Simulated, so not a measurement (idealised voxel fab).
Presented below is a process module, voxel wiring stack.
cross-section cut | 270 nm wide | cells 5 nm
For the purposes of this document, a cross-section shall be understood as a grid of square cells, specified as bands listed in top-to-bottom order, each band consisting of one or more rows of cells.
Band: top and bottom heights (nm) first, top before bottom; then materials from left to right, widths in nm. "everywhere" marks a sole material filling the band edge to edge. "air" denotes empty space.
Height datum 0, below which the as-received substrate wafer is one material. Lowest band open at the bottom, running downward: "from 0 down".
Per-row width for "30..40": begins at first number (top row of band), ends at second number (bottom row), increment between rows held constant.
"all unchanged", as given for a step, is the statement that not any cell of the cross-section underwent a change during that step.
Enclosed voids (no open way to top), threshold 8 cells or more, entry "Voids, fully enclosed", notation width x height at distance, distance from left edge, nm.
Heads up: the bit after the settings on a step's line is the simulator's remark on that step.
You can add "overlay nm" to a step's line. For a step with a mask, it describes how far the mask lay to the right of its planned position, and a negative number describes a lay to the left.

-- So here's the lineup of process steps we planned
1. RECEIVE: material Si
2. CONFORMAL_DEP: material SiO2, thk nm 15
3. DIRECTIONAL_DEP: material TiN, thk nm 5
4. DIRECTIONAL_DEP: material W, thk nm 15
5. MASKED_ETCH: tone cover, mask id METAL_1, width nm 25, pitch nm 50, etch materials W, depth nm 15, overlay nm 0
6. MASKED_ETCH: tone cover, mask id METAL_1, width nm 25, pitch nm 50, etch materials TiN, depth nm 5, overlay nm 0
7. FILL_DEP: material SiO2, thk nm 10
8. CMP: height nm 35
9. CONFORMAL_DEP: material SiCN, thk nm 5
10. DIRECTIONAL_DEP: material SiO2, thk nm 35
11. DIRECTIONAL_DEP: material aC, thk nm 15
12. PATTERN: tone open, mask id METAL_2_HOLES, material resist, width nm 15, thk nm 30, overlay nm 0
13. DIRECTIONAL_ETCH: etch materials aC, depth nm 15
14. STRIP: etch materials resist
15. DIRECTIONAL_ETCH: etch materials SiO2, depth nm 35
16. STRIP: etch materials aC
17. MASKED_ETCH: tone open, mask id METAL_2, width nm 25, pitch nm 50, etch materials SiO2, depth nm 20, overlay nm 0
18. MASKED_ETCH: tone open, mask id METAL_2, width nm 25, pitch nm 50, etch materials SiCN, depth nm 5, overlay nm 0
19. CONFORMAL_DEP: material TiN, thk nm 5
20. FILL_DEP: material Cu, thk nm 5
21. CMP: height nm 75
22. CONFORMAL_DEP: material SiCN, thk nm 5
23. DIRECTIONAL_DEP: material SiO2, thk nm 35
24. MASKED_ETCH: tone open, mask id METAL_3_HOLES, width nm 15, etch materials SiO2, depth nm 35, overlay nm 0
25. PATTERN: tone open, mask id METAL_3, material resist, width nm 25, pitch nm 50, thk nm 15, overlay nm 0
26. DIRECTIONAL_ETCH: etch materials SiO2, depth nm 20
27. DIRECTIONAL_ETCH: etch materials SiCN, depth nm 5
28. STRIP: etch materials resist
29. CONFORMAL_DEP: material TiN, thk nm 5
30. FILL_DEP: material Ru, thk nm 10
31. CMP: height nm 115
32. CONFORMAL_DEP: material SiCN, thk nm 5

-- Incoming wafer, cross-sectional view, post step 1
from 0 down: Si everywhere
Voids, fully enclosed: none

-- Figure: cross-sectional view of the wafer upon completion of the module, processed from the initial state and according to the plan depicted above, with one error introduced during execution
from 120 to 115: SiCN everywhere
from 115 to 100: 95 nm SiO2 | 5 nm TiN | 15 nm Ru | 5 nm TiN | 25 nm SiO2 | 5 nm TiN | 15 nm Ru | 5 nm TiN | 100 nm SiO2
from 100 to 95: 95 nm SiO2 | 5 nm TiN | 5 nm Ru | 15 nm TiN | 25 nm SiO2 | 25 nm TiN | 100 nm SiO2
from 95 to 80: 95 nm SiO2 | 5 nm TiN | 5 nm Ru | 5 nm TiN | 160 nm SiO2
from 80 to 75: 95 nm SiCN | 15 nm TiN | 160 nm SiCN
from 75 to 60: 95 nm SiO2 | 5 nm TiN | 15 nm Cu | 5 nm TiN | 25 nm SiO2 | 5 nm TiN | 15 nm Cu | 5 nm TiN | 100 nm SiO2
from 60 to 55: 95 nm SiO2 | 5 nm TiN | 5 nm Cu | 15 nm TiN | 25 nm SiO2 | 25 nm TiN | 100 nm SiO2
from 55 to 40: 95 nm SiO2 | 5 nm TiN | 5 nm Cu | 5 nm TiN | 160 nm SiO2
from 40 to 35: 95 nm SiCN | 15 nm TiN | 160 nm SiCN
from 35 to 30: 95 nm SiO2 | 25 nm TiN | 25 nm SiO2 | 25 nm TiN | 100 nm SiO2
from 30 to 15: W everywhere
from 15 to 0: SiO2 everywhere
from 0 down: Si everywhere
Voids, fully enclosed: none
Finding, execution versus plan: order of steps 3 and 4 inverted relative to the plan
